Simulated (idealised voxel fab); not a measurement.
Process module name: voxel capacitor over wiring
The cross-section on display is named cut; it measures 195 nm wide, and its cells are 5 nm squares.
Throughout this document, each cross-section is represented as a grid of square cells and is presented as a sequence of bands enumerated from the top downward, where a band comprises one or more rows of cells.
Basically the band line says how high the top is and how high the bottom is, in nm, and then what's in it from left to right, every material with its width in nm. Empty space shows up as "air", and if a single material carries "everywhere" it runs the full band edge to edge.
Below 0: as-received wafer, all one material; heights counted from there. Lowest band: no bottom, goes on down, written "z 0 and below".
Top row gets the first number, bottom row gets the second, and each row in between changes by the same step: that is how a band width like "30 to 40" works.
Step note "nothing different" = no cross-section cell changed.
"Enclosed cavity list" contains a list of empty spaces, each no smaller than 8 cells and without an open way to the top, written in the form width x height at distance with the distance from the left edge and all three in nm.
Where a step's line continues beyond its settings, the continuation is a remark by the simulator itself on that step.
The "overlay nm" setting may appear on a step's line; for a step that uses a mask, it gives how far to the right of its planned position the mask lay, and a negative value indicates the left.

THE STEPS PLANNED FOR THE PROCESS ARE AS FOLLOWS
step 1: RECEIVE,material Si
step 2: CONFORMAL_DEP,material SiO2,thk nm 15
step 3: CONFORMAL_DEP,material SiN,thk nm 5
step 4: DIRECTIONAL_DEP,material lowk,thk nm 15
step 5: DIRECTIONAL_DEP,material aC,thk nm 15
step 6: PATTERN,tone open,mask id METAL_1,material resist,width nm 30,pitch nm 80,thk nm 30,overlay nm 0
step 7: DIRECTIONAL_ETCH,etch materials aC,depth nm 15
step 8: STRIP,etch materials resist
step 9: DIRECTIONAL_ETCH,etch materials lowk,depth nm 15
step 10: DIRECTIONAL_ETCH,etch materials SiN,depth nm 5
step 11: STRIP,etch materials aC
step 12: CONFORMAL_DEP,material TiN,thk nm 5
step 13: FILL_DEP,material Ru,thk nm 10
step 14: CMP,height nm 35
step 15: CONFORMAL_DEP,material SiCN,thk nm 5
step 16: DIRECTIONAL_DEP,material SiO2,thk nm 15
step 17: MASKED_ETCH,tone open,mask id PLUG_1,width nm 15,etch materials SiO2,depth nm 15,overlay nm 0
step 18: MASKED_ETCH,tone open,mask id PLUG_1,width nm 15,etch materials SiCN,depth nm 5,overlay nm 0
step 19: EPI,material Ru,thk nm 10
step 20: EPI,material Ru,thk nm 10
step 21: DIRECTIONAL_DEP,material TiN,thk nm 5
step 22: DIRECTIONAL_DEP,material HfO2,thk nm 5
step 23: DIRECTIONAL_DEP,material TiN,thk nm 5
step 24: MASKED_ETCH,tone cover,mask id UPPER_PLATE,width nm 55,etch materials TiN,depth nm 5,overlay nm 0
step 25: MASKED_ETCH,tone cover,mask id UPPER_PLATE,width nm 55,etch materials HfO2,depth nm 5,overlay nm 0
step 26: MASKED_ETCH,tone cover,mask id LOWER_PLATE,width nm 65,etch materials TiN,depth nm 5,overlay nm 0
step 27: FILL_DEP,material SiO2,thk nm 20
step 28: CMP,height nm 85
step 29: PATTERN,tone open,mask id PLUG_2,material resist,width nm 15,thk nm 15,overlay nm 0
step 30: DIRECTIONAL_ETCH,etch materials SiO2,depth nm 15
step 31: STRIP,etch materials resist
step 32: CONFORMAL_DEP,material TiN,thk nm 5
step 33: FILL_DEP,material W,thk nm 5
step 34: CMP,height nm 85
step 35: CONFORMAL_DEP,material SiCN,thk nm 5

THE CROSS-SECTION HERE SHOWS THE WAFER AS RECEIVED, I.E. IN ITS STATE AFTER STEP 1
> z 0 and below  Si everywhere
> Enclosed cavity list: none

THE MODULE WAS RUN FROM THE START SHOWN ABOVE USING THE PLAN SHOWN ABOVE, BUT ONE MISTAKE WAS MADE DOING IT; THE RESULTING WAFER CROSS-SECTION IS BELOW
> z 90 to 85  SiCN everywhere
> z 85 to 75  SiO2 70 nm / W 5 nm / SiO2 120 nm
> z 75 to 70  SiO2 everywhere
> z 70 to 65  SiO2 55 nm / TiN 55 nm / SiO2 85 nm
> z 65 to 60  SiO2 55 nm / HfO2 55 nm / SiO2 85 nm
> z 60 to 55  SiO2 50 nm / TiN 65 nm / SiO2 80 nm
> z 55 to 40  SiO2 55 nm / Ru 15 nm / SiO2 125 nm
> z 40 to 35  SiCN 55 nm / Ru 15 nm / SiCN 125 nm
> z 35 to 20  lowk 40 nm / TiN 5 nm / Ru 20 nm / TiN 5 nm / lowk 50 nm / TiN 5 nm / Ru 20 nm / TiN 5 nm / lowk 45 nm
> z 20 to 15  SiN 40 nm / TiN 30 nm / SiN 50 nm / TiN 30 nm / SiN 45 nm
> z 15 to 0  SiO2 everywhere
> z 0 and below  Si everywhere
> Enclosed cavity list: none
It is concluded that the wafer was processed incorrectly with respect to the plan, in that so step 32 ended up running with a different setting than we planned, it ran as CONFORMAL_DEP,material SiO2,thk nm 5
